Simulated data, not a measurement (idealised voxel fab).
process module | voxel quadruple lines
cross-section cut | 260 nm wide | cells 5 nm
A cross-section is a grid of square cells, given in bands from the top down. A band is one or more rows of cells.
Each band's line starts with the height of the band's top and of its bottom, in nm. Then come its materials from left to right, each with its width in nm. One material with "throughout" fills the band from edge to edge. "air" is empty space.
Height 0 is the level under which the wafer as received is all one material. The lowest band goes on downwards, as in "0 down".
A width such as "30 to 40" changes by the same amount from each row of cells to the next, from the band's top row to its bottom row.
"no change" after a step means that no cell of the cross-section changed.
closed voids: empty space of 8 cells or more with no open way to the top, each as width x height at its distance from the left edge, in nm
after a step's settings: what the simulator itself notes on the step
overlay nm, on a step with a mask: how far to the right of its planned place the mask lay; to the left if negative
plan
1 op RECEIVE | material Si
2 op CONFORMAL_DEP | material Al2O3 | thk nm 5
3 op DIRECTIONAL_DEP | material Ru | thk nm 10
4 op DIRECTIONAL_DEP | material polySi | thk nm 15
5 op DIRECTIONAL_DEP | material aC | thk nm 25
6 op PATTERN | tone cover | mask id MANDREL | material resist | width nm 30 | pitch nm 80 | thk nm 35 | overlay nm 0
7 op DIRECTIONAL_ETCH | etch materials aC | depth nm 25
8 op STRIP | etch materials resist
9 op CONFORMAL_DEP | material SiO2 | thk nm 10
10 op DIRECTIONAL_ETCH | etch materials SiO2 | depth nm 10
11 op STRIP | etch materials aC
12 op DIRECTIONAL_ETCH | etch materials polySi | depth nm 15
13 op STRIP | etch materials SiO2
14 op CONFORMAL_DEP | material SiCN | thk nm 10
15 op DIRECTIONAL_ETCH | etch materials SiCN | depth nm 10
16 op STRIP | etch materials polySi
17 op DIRECTIONAL_ETCH | etch materials Ru | depth nm 10
18 op STRIP | etch materials SiCN
first wafer, as planned
as received, after step 1
  0 down: Si throughout
  closed voids: none
after step 2
  5 to 0: Al2O3 throughout
  below 0: unchanged
after step 3
  15 to 5: Ru throughout
  below 5: unchanged
after step 4
  30 to 15: polySi throughout
  below 15: unchanged
after step 5
  55 to 30: aC throughout
  below 30: unchanged
after step 6
  90 to 55: air 75 | resist 30 | air 50 | resist 30 | air 75
  below 55: unchanged
after step 7
  65 to 55: air 75 | resist 30 | air 50 | resist 30 | air 75
  55 to 30: air 75 | aC 30 | air 50 | aC 30 | air 75
  below 30: unchanged
after step 8
  55 to 30: air 75 | aC 30 | air 50 | aC 30 | air 75
  below 30: unchanged
after step 9
  65 to 55: air 65 | SiO2 50 | air 30 | SiO2 50 | air 65
  55 to 40: air 65 | SiO2 10 | aC 30 | SiO2 10 | air 30 | SiO2 10 | aC 30 | SiO2 10 | air 65
  40 to 30: SiO2 75 | aC 30 | SiO2 50 | aC 30 | SiO2 75
  below 30: unchanged
after step 10
  55 to 30: air 65 | SiO2 10 | aC 30 | SiO2 10 | air 30 | SiO2 10 | aC 30 | SiO2 10 | air 65
  below 30: unchanged
after step 11
  55 to 30: air 65 | SiO2 10 | air 30 | SiO2 10 | air 30 | SiO2 10 | air 30 | SiO2 10 | air 65
  below 30: unchanged
after step 12
  55 to 30: air 65 | SiO2 10 | air 30 | SiO2 10 | air 30 | SiO2 10 | air 30 | SiO2 10 | air 65
  30 to 15: air 65 | polySi 10 | air 30 | polySi 10 | air 30 | polySi 10 | air 30 | polySi 10 | air 65
  below 15: unchanged
after step 13
  30 to 15: air 65 | polySi 10 | air 30 | polySi 10 | air 30 | polySi 10 | air 30 | polySi 10 | air 65
  below 15: unchanged
after step 14
  40 to 30: air 55 | SiCN 30 | air 10 | SiCN 30 | air 10 | SiCN 30 | air 10 | SiCN 30 | air 55
  30 to 25: air 55 | SiCN 10 | polySi 10 | SiCN 10 | air 10 | SiCN 10 | polySi 10 | SiCN 10 | air 10 | SiCN 10 | polySi 10 | SiCN 10 | air 10 | SiCN 10 | polySi 10 | SiCN 10 | air 55
  25 to 15: SiCN 65 | polySi 10 | SiCN 30 | polySi 10 | SiCN 30 | polySi 10 | SiCN 30 | polySi 10 | SiCN 65
  below 15: unchanged
after step 15
  30 to 15: air 55 | SiCN 10 | polySi 10 | SiCN 10 | air 10 | SiCN 10 | polySi 10 | SiCN 10 | air 10 | SiCN 10 | polySi 10 | SiCN 10 | air 10 | SiCN 10 | polySi 10 | SiCN 10 | air 55
  below 15: unchanged
after step 16
  30 to 15: air 55 | SiCN 10 | air 10 | SiCN 10 | air 10 | SiCN 10 | air 10 | SiCN 10 | air 10 | SiCN 10 | air 10 | SiCN 10 | air 10 | SiCN 10 | air 10 | SiCN 10 | air 55
  below 15: unchanged
after step 17
  30 to 15: air 55 | SiCN 10 | air 10 | SiCN 10 | air 10 | SiCN 10 | air 10 | SiCN 10 | air 10 | SiCN 10 | air 10 | SiCN 10 | air 10 | SiCN 10 | air 10 | SiCN 10 | air 55
  15 to 5: air 55 | Ru 10 | air 10 | Ru 10 | air 10 | Ru 10 | air 10 | Ru 10 | air 10 | Ru 10 | air 10 | Ru 10 | air 10 | Ru 10 | air 10 | Ru 10 | air 55
  below 5: unchanged
after step 18
  15 to 5: air 55 | Ru 10 | air 10 | Ru 10 | air 10 | Ru 10 | air 10 | Ru 10 | air 10 | Ru 10 | air 10 | Ru 10 | air 10 | Ru 10 | air 10 | Ru 10 | air 55
  below 5: unchanged
second wafer: like start, like plan, one mistake. Through step 1 it matches the first wafer
when step 2 should have ended
  15 to 0: Al2O3 throughout
  below 0: unchanged
when step 3 should have ended
  25 to 15: Ru throughout
  below 15: unchanged
when step 4 should have ended
  40 to 25: polySi throughout
  below 25: unchanged
when step 5 should have ended
  65 to 40: aC throughout
  below 40: unchanged
when step 6 should have ended
  100 to 65: air 75 | resist 30 | air 50 | resist 30 | air 75
  below 65: unchanged
when step 7 should have ended
  75 to 65: air 75 | resist 30 | air 50 | resist 30 | air 75
  65 to 40: air 75 | aC 30 | air 50 | aC 30 | air 75
  below 40: unchanged
when step 8 should have ended
  65 to 40: air 75 | aC 30 | air 50 | aC 30 | air 75
  below 40: unchanged
when step 9 should have ended
  75 to 65: air 65 | SiO2 50 | air 30 | SiO2 50 | air 65
  65 to 50: air 65 | SiO2 10 | aC 30 | SiO2 10 | air 30 | SiO2 10 | aC 30 | SiO2 10 | air 65
  50 to 40: SiO2 75 | aC 30 | SiO2 50 | aC 30 | SiO2 75
  below 40: unchanged
when step 10 should have ended
  65 to 40: air 65 | SiO2 10 | aC 30 | SiO2 10 | air 30 | SiO2 10 | aC 30 | SiO2 10 | air 65
  below 40: unchanged
when step 11 should have ended
  65 to 40: air 65 | SiO2 10 | air 30 | SiO2 10 | air 30 | SiO2 10 | air 30 | SiO2 10 | air 65
  below 40: unchanged
when step 12 should have ended
  65 to 40: air 65 | SiO2 10 | air 30 | SiO2 10 | air 30 | SiO2 10 | air 30 | SiO2 10 | air 65
  40 to 25: air 65 | polySi 10 | air 30 | polySi 10 | air 30 | polySi 10 | air 30 | polySi 10 | air 65
  below 25: unchanged
when step 13 should have ended
  40 to 25: air 65 | polySi 10 | air 30 | polySi 10 | air 30 | polySi 10 | air 30 | polySi 10 | air 65
  below 25: unchanged
when step 14 should have ended
  50 to 40: air 55 | SiCN 30 | air 10 | SiCN 30 | air 10 | SiCN 30 | air 10 | SiCN 30 | air 55
  40 to 35: air 55 | SiCN 10 | polySi 10 | SiCN 10 | air 10 | SiCN 10 | polySi 10 | SiCN 10 | air 10 | SiCN 10 | polySi 10 | SiCN 10 | air 10 | SiCN 10 | polySi 10 | SiCN 10 | air 55
  35 to 25: SiCN 65 | polySi 10 | SiCN 30 | polySi 10 | SiCN 30 | polySi 10 | SiCN 30 | polySi 10 | SiCN 65
  below 25: unchanged
when step 15 should have ended
  40 to 25: air 55 | SiCN 10 | polySi 10 | SiCN 10 | air 10 | SiCN 10 | polySi 10 | SiCN 10 | air 10 | SiCN 10 | polySi 10 | SiCN 10 | air 10 | SiCN 10 | polySi 10 | SiCN 10 | air 55
  below 25: unchanged
when step 16 should have ended
  40 to 25: air 55 | SiCN 10 | air 10 | SiCN 10 | air 10 | SiCN 10 | air 10 | SiCN 10 | air 10 | SiCN 10 | air 10 | SiCN 10 | air 10 | SiCN 10 | air 10 | SiCN 10 | air 55
  below 25: unchanged
when step 17 should have ended
  40 to 25: air 55 | SiCN 10 | air 10 | SiCN 10 | air 10 | SiCN 10 | air 10 | SiCN 10 | air 10 | SiCN 10 | air 10 | SiCN 10 | air 10 | SiCN 10 | air 10 | SiCN 10 | air 55
  25 to 15: air 55 | Ru 10 | air 10 | Ru 10 | air 10 | Ru 10 | air 10 | Ru 10 | air 10 | Ru 10 | air 10 | Ru 10 | air 10 | Ru 10 | air 10 | Ru 10 | air 55
  below 15: unchanged
when step 18 should have ended
  25 to 15: air 55 | Ru 10 | air 10 | Ru 10 | air 10 | Ru 10 | air 10 | Ru 10 | air 10 | Ru 10 | air 10 | Ru 10 | air 10 | Ru 10 | air 10 | Ru 10 | air 55
  below 15: unchanged
what went wrong: step 2 ran as: op CONFORMAL_DEP | material Al2O3 | thk nm 15
at the end the second wafer has, in cells: 104 more of Al2O3
